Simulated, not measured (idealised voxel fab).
A process module follows: voxel transistor to metal.
Cross-section cut: width 160 nm, square cells of 5 nm.
Cross-section spec: square-cell grid; bands listed top down; each band is one or more rows.
Band: top and bottom heights (nm) first, top before bottom; then materials from left to right, widths in nm. "full width" marks a sole material filling the band edge to edge. "blank" denotes empty space.
Height reference: 0 = level under which incoming wafer is all one material. Lowest band: no bottom, runs on downward, e.g. "0 and below".
You'd read "30..40" like this: the band's top row of cells is as wide as the first number, its bottom row is as wide as the second, and going down, every row changes width by the same amount as the row before did.
"nothing was modified" means the step left every cell of the cross-section as it was.
Reported under the label "Closed empty spaces" are the empty spaces having no open way to the top and comprising 8 cells or more; the notation for each is width x height at distance, in which the distance is measured from the left edge and all three values are in nm.
Heads up: the bit after the settings on a step's line is the simulator's remark on that step.
Among the settings permitted on a step's line is "overlay nm"; applied to a step with a mask, it specifies the extent to which the mask lay to the right of its planned position, whereas a negative figure signifies a position to the left.

This section lists the process steps that were planned:
1. RECEIVE,material Si
2. OXIDIZE,depth nm 5
3. CONFORMAL_DEP,material SiN,thk nm 10
4. MASKED_ETCH,tone cover,mask id ACTIVE,width nm 100,etch materials SiN,depth nm 10,overlay nm 0
5. MASKED_ETCH,tone cover,mask id ACTIVE,width nm 100,etch materials SiO2,depth nm 5,overlay nm 0
6. MASKED_ETCH,tone cover,mask id ACTIVE,width nm 100,etch materials Si,depth nm 30,overlay nm 0
7. FILL_DEP,material SiO2,thk nm 5
8. CMP,height nm 10
9. SELECTIVE_ETCH,etch materials SiO2,depth nm 5
10. STRIP,etch materials SiN
11. SELECTIVE_ETCH,etch materials SiO2,depth nm 5
12. OXIDIZE,depth nm 5
13. DIRECTIONAL_DEP,material polySi,thk nm 30
14. DIRECTIONAL_DEP,material SiCN,thk nm 15
15. DIRECTIONAL_DEP,material aC,thk nm 10
16. PATTERN,tone cover,mask id GATE,material resist,width nm 20,thk nm 30,overlay nm 0
17. DIRECTIONAL_ETCH,etch materials aC,depth nm 10
18. STRIP,etch materials resist
19. DIRECTIONAL_ETCH,etch materials SiCN,depth nm 25
20. DIRECTIONAL_ETCH,etch materials polySi,depth nm 40
21. STRIP,etch materials aC
22. CONFORMAL_DEP,material SiO2,thk nm 5
23. DIRECTIONAL_ETCH,etch materials SiO2,depth nm 5
24. CONFORMAL_DEP,material SiN,thk nm 10
25. DIRECTIONAL_ETCH,etch materials SiN,depth nm 10
26. DIRECTIONAL_ETCH,etch materials SiO2,depth nm 5
27. DIRECTIONAL_ETCH,etch materials Si,depth nm 15
28. EPI,material SiGe,thk nm 15
29. FILL_DEP,material SiO2,thk nm 5
30. CMP,height nm 40
31. DIRECTIONAL_DEP,material SiO2,thk nm 15
32. DIRECTIONAL_DEP,material aC,thk nm 10
33. PATTERN,tone open,mask id CONTACT,material resist,width nm 25,pitch nm 55,thk nm 30,overlay nm 0
34. DIRECTIONAL_ETCH,etch materials aC,depth nm 10
35. STRIP,etch materials resist
36. DIRECTIONAL_ETCH,etch materials SiO2,depth nm 50
37. STRIP,etch materials aC
38. CONFORMAL_DEP,material TiN,thk nm 5
39. FILL_DEP,material Ru,thk nm 5
40. CMP,height nm 55
41. DIRECTIONAL_DEP,material TiN,thk nm 5
42. DIRECTIONAL_DEP,material W,thk nm 25
43. PATTERN,tone cover,mask id METAL_1,material resist,width nm 15,pitch nm 65,thk nm 15,overlay nm 0
44. DIRECTIONAL_ETCH,etch materials W,depth nm 25
45. DIRECTIONAL_ETCH,etch materials TiN,depth nm 5
46. STRIP,etch materials resist
47. FILL_DEP,material lowk,thk nm 5
48. CMP,height nm 85
49. CONFORMAL_DEP,material SiCN,thk nm 5

The following pertains to the first of two wafers, which was processed as planned:

Received-state cross-section, reflecting completion of step 1:
  0 and below | Si full width
  Closed empty spaces: none

The wafer in cross-section once step 2 is complete:
  0 down to -5 | SiO2 full width
  Anything lower than -5 is untouched.

The wafer in cross-section once step 3 is complete:
  10 down to 0 | SiN full width
  Anything lower than 0 is untouched.

The wafer in cross-section once step 4 is complete:
  10 down to 0 | 30 nm blank, then 100 nm SiN, then 30 nm blank
  Anything lower than 0 is untouched.

The wafer in cross-section once step 5 is complete:
  10 down to 0 | 30 nm blank, then 100 nm SiN, then 30 nm blank
  0 down to -5 | 30 nm blank, then 100 nm SiO2, then 30 nm blank
  Anything lower than -5 is untouched.

The wafer in cross-section once step 6 is complete:
  10 down to 0 | 30 nm blank, then 100 nm SiN, then 30 nm blank
  0 down to -5 | 30 nm blank, then 100 nm SiO2, then 30 nm blank
  -5 down to -35 | 30 nm blank, then 100 nm Si, then 30 nm blank
  Anything lower than -35 is untouched.

The wafer in cross-section once step 7 is complete:
  15 down to 10 | SiO2 full width
  10 down to 0 | 30 nm SiO2, then 100 nm SiN, then 30 nm SiO2
  0 down to -5 | SiO2 full width
  -5 down to -35 | 30 nm SiO2, then 100 nm Si, then 30 nm SiO2
  Anything lower than -35 is untouched.

The wafer in cross-section once step 8 is complete:
  10 down to 0 | 30 nm SiO2, then 100 nm SiN, then 30 nm SiO2
  Anything lower than 0 is untouched.

The wafer in cross-section once step 9 is complete:
  10 down to 5 | 30 nm blank, then 100 nm SiN, then 30 nm blank
  Anything lower than 5 is untouched.

The wafer in cross-section once step 10 is complete:
  5 down to 0 | 30 nm SiO2, then 100 nm blank, then 30 nm SiO2
  Anything lower than 0 is untouched.

The wafer in cross-section once step 11 is complete:
  0 down to -5 | 25 nm SiO2, then 110 nm blank, then 25 nm SiO2
  Anything lower than -5 is untouched.

The wafer in cross-section once step 12 is complete:
  0 down to -5 | 25 nm SiO2, then 110 nm blank, then 25 nm SiO2
  -5 down to -10 | SiO2 full width
  Anything lower than -10 is untouched.

The wafer in cross-section once step 13 is complete:
  30 down to 25 | 25 nm polySi, then 110 nm blank, then 25 nm polySi
  25 down to 0 | polySi full width
  0 down to -5 | 25 nm SiO2, then 110 nm polySi, then 25 nm SiO2
  Anything lower than -5 is untouched.

The wafer in cross-section once step 14 is complete:
  45 down to 40 | 25 nm SiCN, then 110 nm blank, then 25 nm SiCN
  40 down to 30 | SiCN full width
  30 down to 25 | 25 nm polySi, then 110 nm SiCN, then 25 nm polySi
  Anything lower than 25 is untouched.

The wafer in cross-section once step 15 is complete:
  55 down to 50 | 25 nm aC, then 110 nm blank, then 25 nm aC
  50 down to 45 | aC full width
  45 down to 40 | 25 nm SiCN, then 110 nm aC, then 25 nm SiCN
  Anything lower than 40 is untouched.

The wafer in cross-section once step 16 is complete:
  85 down to 55 | 70 nm blank, then 20 nm resist, then 70 nm blank
  55 down to 50 | 25 nm aC, then 45 nm blank, then 20 nm resist, then 45 nm blank, then 25 nm aC
  Anything lower than 50 is untouched.

The wafer in cross-section once step 17 is complete:
  75 down to 50 | 70 nm blank, then 20 nm resist, then 70 nm blank
  50 down to 45 | 70 nm blank, then 20 nm aC, then 70 nm blank
  45 down to 40 | 25 nm SiCN, then 45 nm blank, then 20 nm aC, then 45 nm blank, then 25 nm SiCN
  Anything lower than 40 is untouched.

The wafer in cross-section once step 18 is complete:
  50 down to 45 | 70 nm blank, then 20 nm aC, then 70 nm blank
  Anything lower than 45 is untouched.

The wafer in cross-section once step 19 is complete:
  50 down to 40 | 70 nm blank, then 20 nm aC, then 70 nm blank
  40 down to 30 | 70 nm blank, then 20 nm SiCN, then 70 nm blank
  30 down to 25 | 25 nm polySi, then 45 nm blank, then 20 nm SiCN, then 45 nm blank, then 25 nm polySi
  Anything lower than 25 is untouched.

The wafer in cross-section once step 20 is complete:
  50 down to 40 | 70 nm blank, then 20 nm aC, then 70 nm blank
  40 down to 25 | 70 nm blank, then 20 nm SiCN, then 70 nm blank
  25 down to 0 | 70 nm blank, then 20 nm polySi, then 70 nm blank
  0 down to -5 | 25 nm SiO2, then 45 nm blank, then 20 nm polySi, then 45 nm blank, then 25 nm SiO2
  Anything lower than -5 is untouched.

The wafer in cross-section once step 21 is complete:
  40 down to 25 | 70 nm blank, then 20 nm SiCN, then 70 nm blank
  Anything lower than 25 is untouched.

The wafer in cross-section once step 22 is complete:
  45 down to 40 | 65 nm blank, then 30 nm SiO2, then 65 nm blank
  40 down to 25 | 65 nm blank, then 5 nm SiO2, then 20 nm SiCN, then 5 nm SiO2, then 65 nm blank
  25 down to 5 | 65 nm blank, then 5 nm SiO2, then 20 nm polySi, then 5 nm SiO2, then 65 nm blank
  5 down to 0 | 30 nm SiO2, then 35 nm blank, then 5 nm SiO2, then 20 nm polySi, then 5 nm SiO2, then 35 nm blank, then 30 nm SiO2
  0 down to -5 | 70 nm SiO2, then 20 nm polySi, then 70 nm SiO2
  Anything lower than -5 is untouched.

The wafer in cross-section once step 23 is complete:
  40 down to 25 | 65 nm blank, then 5 nm SiO2, then 20 nm SiCN, then 5 nm SiO2, then 65 nm blank
  25 down to 0 | 65 nm blank, then 5 nm SiO2, then 20 nm polySi, then 5 nm SiO2, then 65 nm blank
  0 down to -5 | 30 nm SiO2, then 35 nm blank, then 5 nm SiO2, then 20 nm polySi, then 5 nm SiO2, then 35 nm blank, then 30 nm SiO2
  Anything lower than -5 is untouched.

The wafer in cross-section once step 24 is complete:
  50 down to 40 | 55 nm blank, then 50 nm SiN, then 55 nm blank
  40 down to 25 | 55 nm blank, then 10 nm SiN, then 5 nm SiO2, then 20 nm SiCN, then 5 nm SiO2, then 10 nm SiN, then 55 nm blank
  25 down to 10 | 55 nm blank, then 10 nm SiN, then 5 nm SiO2, then 20 nm polySi, then 5 nm SiO2, then 10 nm SiN, then 55 nm blank
  10 down to 5 | 40 nm SiN, then 15 nm blank, then 10 nm SiN, then 5 nm SiO2, then 20 nm polySi, then 5 nm SiO2, then 10 nm SiN, then 15 nm blank, then 40 nm SiN
  5 down to 0 | 65 nm SiN, then 5 nm SiO2, then 20 nm polySi, then 5 nm SiO2, then 65 nm SiN
  0 down to -5 | 30 nm SiO2, then 35 nm SiN, then 5 nm SiO2, then 20 nm polySi, then 5 nm SiO2, then 35 nm SiN, then 30 nm SiO2
  Anything lower than -5 is untouched.

The wafer in cross-section once step 25 is complete:
  40 down to 25 | 55 nm blank, then 10 nm SiN, then 5 nm SiO2, then 20 nm SiCN, then 5 nm SiO2, then 10 nm SiN, then 55 nm blank
  25 down to 0 | 55 nm blank, then 10 nm SiN, then 5 nm SiO2, then 20 nm polySi, then 5 nm SiO2, then 10 nm SiN, then 55 nm blank
  0 down to -5 | 30 nm SiO2, then 10 nm SiN, then 15 nm blank, then 10 nm SiN, then 5 nm SiO2, then 20 nm polySi, then 5 nm SiO2, then 10 nm SiN, then 15 nm blank, then 10 nm SiN, then 30 nm SiO2
  Anything lower than -5 is untouched.

The wafer in cross-section once step 26 is complete:
  40 down to 35 | 55 nm blank, then 10 nm SiN, then 5 nm blank, then 20 nm SiCN, then 5 nm blank, then 10 nm SiN, then 55 nm blank
  35 down to 25 | 55 nm blank, then 10 nm SiN, then 5 nm SiO2, then 20 nm SiCN, then 5 nm SiO2, then 10 nm SiN, then 55 nm blank
  25 down to 0 | 55 nm blank, then 10 nm SiN, then 5 nm SiO2, then 20 nm polySi, then 5 nm SiO2, then 10 nm SiN, then 55 nm blank
  0 down to -5 | 30 nm blank, then 10 nm SiN, then 15 nm blank, then 10 nm SiN, then 5 nm SiO2, then 20 nm polySi, then 5 nm SiO2, then 10 nm SiN, then 15 nm blank, then 10 nm SiN, then 30 nm blank
  -5 down to -10 | 40 nm SiO2, then 15 nm blank, then 50 nm SiO2, then 15 nm blank, then 40 nm SiO2
  Anything lower than -10 is untouched.

The wafer in cross-section once step 27 is complete:
  40 down to 35 | 55 nm blank, then 10 nm SiN, then 5 nm blank, then 20 nm SiCN, then 5 nm blank, then 10 nm SiN, then 55 nm blank
  35 down to 25 | 55 nm blank, then 10 nm SiN, then 5 nm SiO2, then 20 nm SiCN, then 5 nm SiO2, then 10 nm SiN, then 55 nm blank
  25 down to 0 | 55 nm blank, then 10 nm SiN, then 5 nm SiO2, then 20 nm polySi, then 5 nm SiO2, then 10 nm SiN, then 55 nm blank
  0 down to -5 | 30 nm blank, then 10 nm SiN, then 15 nm blank, then 10 nm SiN, then 5 nm SiO2, then 20 nm polySi, then 5 nm SiO2, then 10 nm SiN, then 15 nm blank, then 10 nm SiN, then 30 nm blank
  -5 down to -10 | 40 nm SiO2, then 15 nm blank, then 50 nm SiO2, then 15 nm blank, then 40 nm SiO2
  -10 down to -25 | 30 nm SiO2, then 10 nm Si, then 15 nm blank, then 50 nm Si, then 15 nm blank, then 10 nm Si, then 30 nm SiO2
  Anything lower than -25 is untouched.

The wafer in cross-section once step 28 is complete:
  40 down to 35 | 55 nm blank, then 10 nm SiN, then 5 nm blank, then 20 nm SiCN, then 5 nm blank, then 10 nm SiN, then 55 nm blank
  35 down to 25 | 55 nm blank, then 10 nm SiN, then 5 nm SiO2, then 20 nm SiCN, then 5 nm SiO2, then 10 nm SiN, then 55 nm blank
  25 down to 5 | 55 nm blank, then 10 nm SiN, then 5 nm SiO2, then 20 nm polySi, then 5 nm SiO2, then 10 nm SiN, then 55 nm blank
  5 down to 0 | 35 nm blank, then 20 nm SiGe, then 10 nm SiN, then 5 nm SiO2, then 20 nm polySi, then 5 nm SiO2, then 10 nm SiN, then 20 nm SiGe, then 35 nm blank
  0 down to -5 | 30 nm blank, then 10 nm SiN, then 15 nm SiGe, then 10 nm SiN, then 5 nm SiO2, then 20 nm polySi, then 5 nm SiO2, then 10 nm SiN, then 15 nm SiGe, then 10 nm SiN, then 30 nm blank
  -5 down to -10 | 40 nm SiO2, then 15 nm SiGe, then 50 nm SiO2, then 15 nm SiGe, then 40 nm SiO2
  -10 down to -25 | 30 nm SiO2, then 10 nm Si, then 15 nm SiGe, then 50 nm Si, then 15 nm SiGe, then 10 nm Si, then 30 nm SiO2
  Anything lower than -25 is untouched.

The wafer in cross-section once step 29 is complete:
  45 down to 40 | SiO2 full width
  40 down to 25 | 55 nm SiO2, then 10 nm SiN, then 5 nm SiO2, then 20 nm SiCN, then 5 nm SiO2, then 10 nm SiN, then 55 nm SiO2
  25 down to 5 | 55 nm SiO2, then 10 nm SiN, then 5 nm SiO2, then 20 nm polySi, then 5 nm SiO2, then 10 nm SiN, then 55 nm SiO2
  5 down to 0 | 35 nm SiO2, then 20 nm SiGe, then 10 nm SiN, then 5 nm SiO2, then 20 nm polySi, then 5 nm SiO2, then 10 nm SiN, then 20 nm SiGe, then 35 nm SiO2
  0 down to -5 | 30 nm SiO2, then 10 nm SiN, then 15 nm SiGe, then 10 nm SiN, then 5 nm SiO2, then 20 nm polySi, then 5 nm SiO2, then 10 nm SiN, then 15 nm SiGe, then 10 nm SiN, then 30 nm SiO2
  Anything lower than -5 is untouched.

The wafer in cross-section once step 30 is complete:
  40 down to 25 | 55 nm SiO2, then 10 nm SiN, then 5 nm SiO2, then 20 nm SiCN, then 5 nm SiO2, then 10 nm SiN, then 55 nm SiO2
  Anything lower than 25 is untouched.

The wafer in cross-section once step 31 is complete:
  55 down to 40 | SiO2 full width
  Anything lower than 40 is untouched.

The wafer in cross-section once step 32 is complete:
  65 down to 55 | aC full width
  Anything lower than 55 is untouched.

The wafer in cross-section once step 33 is complete:
  95 down to 65 | 40 nm resist, then 25 nm blank, then 30 nm resist, then 25 nm blank, then 40 nm resist
  Anything lower than 65 is untouched.

The wafer in cross-section once step 34 is complete:
  85 down to 65 | 40 nm resist, then 25 nm blank, then 30 nm resist, then 25 nm blank, then 40 nm resist
  65 down to 55 | 40 nm aC, then 25 nm blank, then 30 nm aC, then 25 nm blank, then 40 nm aC
  Anything lower than 55 is untouched.

The wafer in cross-section once step 35 is complete:
  65 down to 55 | 40 nm aC, then 25 nm blank, then 30 nm aC, then 25 nm blank, then 40 nm aC
  Anything lower than 55 is untouched.

The wafer in cross-section once step 36 is complete:
  65 down to 55 | 40 nm aC, then 25 nm blank, then 30 nm aC, then 25 nm blank, then 40 nm aC
  55 down to 40 | 40 nm SiO2, then 25 nm blank, then 30 nm SiO2, then 25 nm blank, then 40 nm SiO2
  40 down to 25 | 40 nm SiO2, then 15 nm blank, then 10 nm SiN, then 5 nm SiO2, then 20 nm SiCN, then 5 nm SiO2, then 10 nm SiN, then 15 nm blank, then 40 nm SiO2
  25 down to 5 | 40 nm SiO2, then 15 nm blank, then 10 nm SiN, then 5 nm SiO2, then 20 nm polySi, then 5 nm SiO2, then 10 nm SiN, then 15 nm blank, then 40 nm SiO2
  Anything lower than 5 is untouched.

The wafer in cross-section once step 37 is complete:
  55 down to 40 | 40 nm SiO2, then 25 nm blank, then 30 nm SiO2, then 25 nm blank, then 40 nm SiO2
  Anything lower than 40 is untouched.

The wafer in cross-section once step 38 is complete:
  60 down to 55 | 45 nm TiN, then 15 nm blank, then 40 nm TiN, then 15 nm blank, then 45 nm TiN
  55 down to 45 | 40 nm SiO2, then 5 nm TiN, then 15 nm blank, then 5 nm TiN, then 30 nm SiO2, then 5 nm TiN, then 15 nm blank, then 5 nm TiN, then 40 nm SiO2
  45 down to 40 | 40 nm SiO2, then 5 nm TiN, then 5 nm blank, then 15 nm TiN, then 30 nm SiO2, then 15 nm TiN, then 5 nm blank, then 5 nm TiN, then 40 nm SiO2
  40 down to 25 | 40 nm SiO2, then 5 nm TiN, then 5 nm blank, then 5 nm TiN, then 10 nm SiN, then 5 nm SiO2, then 20 nm SiCN, then 5 nm SiO2, then 10 nm SiN, then 5 nm TiN, then 5 nm blank, then 5 nm TiN, then 40 nm SiO2
  25 down to 10 | 40 nm SiO2, then 5 nm TiN, then 5 nm blank, then 5 nm TiN, then 10 nm SiN, then 5 nm SiO2, then 20 nm polySi, then 5 nm SiO2, then 10 nm SiN, then 5 nm TiN, then 5 nm blank, then 5 nm TiN, then 40 nm SiO2
  10 down to 5 | 40 nm SiO2, then 15 nm TiN, then 10 nm SiN, then 5 nm SiO2, then 20 nm polySi, then 5 nm SiO2, then 10 nm SiN, then 15 nm TiN, then 40 nm SiO2
  Anything lower than 5 is untouched.

The wafer in cross-section once step 39 is complete:
  65 down to 60 | Ru full width
  60 down to 55 | 45 nm TiN, then 15 nm Ru, then 40 nm TiN, then 15 nm Ru, then 45 nm TiN
  55 down to 45 | 40 nm SiO2, then 5 nm TiN, then 15 nm Ru, then 5 nm TiN, then 30 nm SiO2, then 5 nm TiN, then 15 nm Ru, then 5 nm TiN, then 40 nm SiO2
  45 down to 40 | 40 nm SiO2, then 5 nm TiN, then 5 nm Ru, then 15 nm TiN, then 30 nm SiO2, then 15 nm TiN, then 5 nm Ru, then 5 nm TiN, then 40 nm SiO2
  40 down to 25 | 40 nm SiO2, then 5 nm TiN, then 5 nm Ru, then 5 nm TiN, then 10 nm SiN, then 5 nm SiO2, then 20 nm SiCN, then 5 nm SiO2, then 10 nm SiN, then 5 nm TiN, then 5 nm Ru, then 5 nm TiN, then 40 nm SiO2
  25 down to 10 | 40 nm SiO2, then 5 nm TiN, then 5 nm Ru, then 5 nm TiN, then 10 nm SiN, then 5 nm SiO2, then 20 nm polySi, then 5 nm SiO2, then 10 nm SiN, then 5 nm TiN, then 5 nm Ru, then 5 nm TiN, then 40 nm SiO2
  Anything lower than 10 is untouched.

The wafer in cross-section once step 40 is complete:
  55 down to 45 | 40 nm SiO2, then 5 nm TiN, then 15 nm Ru, then 5 nm TiN, then 30 nm SiO2, then 5 nm TiN, then 15 nm Ru, then 5 nm TiN, then 40 nm SiO2
  Anything lower than 45 is untouched.

The wafer in cross-section once step 41 is complete:
  60 down to 55 | TiN full width
  Anything lower than 55 is untouched.

The wafer in cross-section once step 42 is complete:
  85 down to 60 | W full width
  Anything lower than 60 is untouched.

The wafer in cross-section once step 43 is complete:
  100 down to 85 | 40 nm blank, then 15 nm resist, then 50 nm blank, then 15 nm resist, then 40 nm blank
  Anything lower than 85 is untouched.

The wafer in cross-section once step 44 is complete:
  100 down to 85 | 40 nm blank, then 15 nm resist, then 50 nm blank, then 15 nm resist, then 40 nm blank
  85 down to 60 | 40 nm blank, then 15 nm W, then 50 nm blank, then 15 nm W, then 40 nm blank
  Anything lower than 60 is untouched.

The wafer in cross-section once step 45 is complete:
  100 down to 85 | 40 nm blank, then 15 nm resist, then 50 nm blank, then 15 nm resist, then 40 nm blank
  85 down to 60 | 40 nm blank, then 15 nm W, then 50 nm blank, then 15 nm W, then 40 nm blank
  60 down to 55 | 40 nm blank, then 15 nm TiN, then 50 nm blank, then 15 nm TiN, then 40 nm blank
  Anything lower than 55 is untouched.

The wafer in cross-section once step 46 is complete:
  85 down to 60 | 40 nm blank, then 15 nm W, then 50 nm blank, then 15 nm W, then 40 nm blank
  Anything lower than 60 is untouched.

The wafer in cross-section once step 47 is complete:
  90 down to 85 | lowk full width
  85 down to 60 | 40 nm lowk, then 15 nm W, then 50 nm lowk, then 15 nm W, then 40 nm lowk
  60 down to 55 | 40 nm lowk, then 15 nm TiN, then 50 nm lowk, then 15 nm TiN, then 40 nm lowk
  Anything lower than 55 is untouched.

The wafer in cross-section once step 48 is complete:
  85 down to 60 | 40 nm lowk, then 15 nm W, then 50 nm lowk, then 15 nm W, then 40 nm lowk
  Anything lower than 60 is untouched.

The wafer in cross-section once step 49 is complete:
  90 down to 85 | SiCN full width
  Anything lower than 85 is untouched.

Second wafer: same start and same plan as the first, one execution error; identical to the first through step 40:

Cross-section of the second wafer when, according to plan, step 41 should have finished:
  60 down to 55 | SiCN full width
  Anything lower than 55 is untouched.

Cross-section of the second wafer when, according to plan, step 42 should have finished:
  85 down to 60 | W full width
  Anything lower than 60 is untouched.

Cross-section of the second wafer when, according to plan, step 43 should have finished:
  100 down to 85 | 40 nm blank, then 15 nm resist, then 50 nm blank, then 15 nm resist, then 40 nm blank
  Anything lower than 85 is untouched.

Cross-section of the second wafer when, according to plan, step 44 should have finished:
  100 down to 85 | 40 nm blank, then 15 nm resist, then 50 nm blank, then 15 nm resist, then 40 nm blank
  85 down to 60 | 40 nm blank, then 15 nm W, then 50 nm blank, then 15 nm W, then 40 nm blank
  Anything lower than 60 is untouched.

Cross-section of the second wafer when, according to plan, step 45 should have finished: nothing was modified

Cross-section of the second wafer when, according to plan, step 46 should have finished:
  85 down to 60 | 40 nm blank, then 15 nm W, then 50 nm blank, then 15 nm W, then 40 nm blank
  Anything lower than 60 is untouched.

Cross-section of the second wafer when, according to plan, step 47 should have finished:
  90 down to 85 | lowk full width
  85 down to 60 | 40 nm lowk, then 15 nm W, then 50 nm lowk, then 15 nm W, then 40 nm lowk
  Anything lower than 60 is untouched.

Cross-section of the second wafer when, according to plan, step 48 should have finished:
  85 down to 60 | 40 nm lowk, then 15 nm W, then 50 nm lowk, then 15 nm W, then 40 nm lowk
  Anything lower than 60 is untouched.

Cross-section of the second wafer when, according to plan, step 49 should have finished:
  90 down to 85 | SiCN full width
  Anything lower than 85 is untouched.
Misprocessing identified: it should be noted that step 41 was executed with settings other than those planned, the operation and settings actually applied being DIRECTIONAL_DEP,material SiCN,thk nm 5
Looking at both finished wafers in cells, the second ends up ahead of or behind the first on some materials: SiCN: 32 more, TiN: 6 fewer, lowk: 26 fewer
